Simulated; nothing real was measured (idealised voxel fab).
The document below concerns the process module designated voxel trench capacitor.
225 nm wide, 5 nm square cells: that's cross-section cut.
Cross-section spec: square-cell grid; bands listed top down; each band is one or more rows. For a band, the entry starts with two heights in nm, that of the top and then that of the bottom, and carries on with the band's materials in order from left to right, each alongside its width in nm; the word "full width" beside a single material means it fills the band edge to edge, and "air" means empty space. For the purposes of this specification, 0 denotes the height below which the wafer in its as-received condition is composed wholly of one material, and the lowermost band, lacking a lower limit, extends downward without end, as expressed in "0 and below". A width such as "30->40" changes by the same amount from each row of cells to the next, from the band's top row to its bottom row. Step marked "remained unchanged"? Then no cell in the cross-section changed in it. Entrapped void list: empty space of 8 cells or more with no open way to the top, each as width x height at its distance from the left edge, in nm. On a step's line, text after the settings is the simulator commenting on that step. Among the settings permitted on a step's line is "overlay nm"; applied to a step with a mask, it specifies the extent to which the mask lay to the right of its planned position, whereas a negative figure signifies a position to the left.

# Process steps - plan
1. RECEIVE: material Si
2. CONFORMAL_DEP: material SiN, thk nm 5
3. PATTERN: tone open, mask id TRENCH, material resist, width nm 25, pitch nm 50, thk nm 20, overlay nm 0
4. DIRECTIONAL_ETCH: etch materials SiN, depth nm 5
5. DIRECTIONAL_ETCH: etch materials Si, depth nm 35
6. STRIP: etch materials resist
7. CONFORMAL_DEP: material Al2O3, thk nm 5
8. FILL_DEP: material polySi, thk nm 5
9. CMP: height nm 5

# Delivered wafer in cross-section: state after step 1
0 and below | Si full width
Entrapped void list: none

# Starting structure and process plan are as shown above, but one mistake was made in running the module; the wafer cross-section at the end of the module follows
5 down to 0 | SiN=50 | Al2O3=5 | polySi=15 | Al2O3=5 | SiN=25 | Al2O3=5 | polySi=15 | Al2O3=5 | SiN=25 | Al2O3=5 | polySi=15 | Al2O3=5 | SiN=50
0 down to -65 | Si=50 | Al2O3=5 | polySi=15 | Al2O3=5 | Si=25 | Al2O3=5 | polySi=15 | Al2O3=5 | Si=25 | Al2O3=5 | polySi=15 | Al2O3=5 | Si=50
-65 down to -70 | Si=50 | Al2O3=25 | Si=25 | Al2O3=25 | Si=25 | Al2O3=25 | Si=50
-70 and below | Si full width
Entrapped void list: none
Processing error: step 5 of the plan was carried out twice
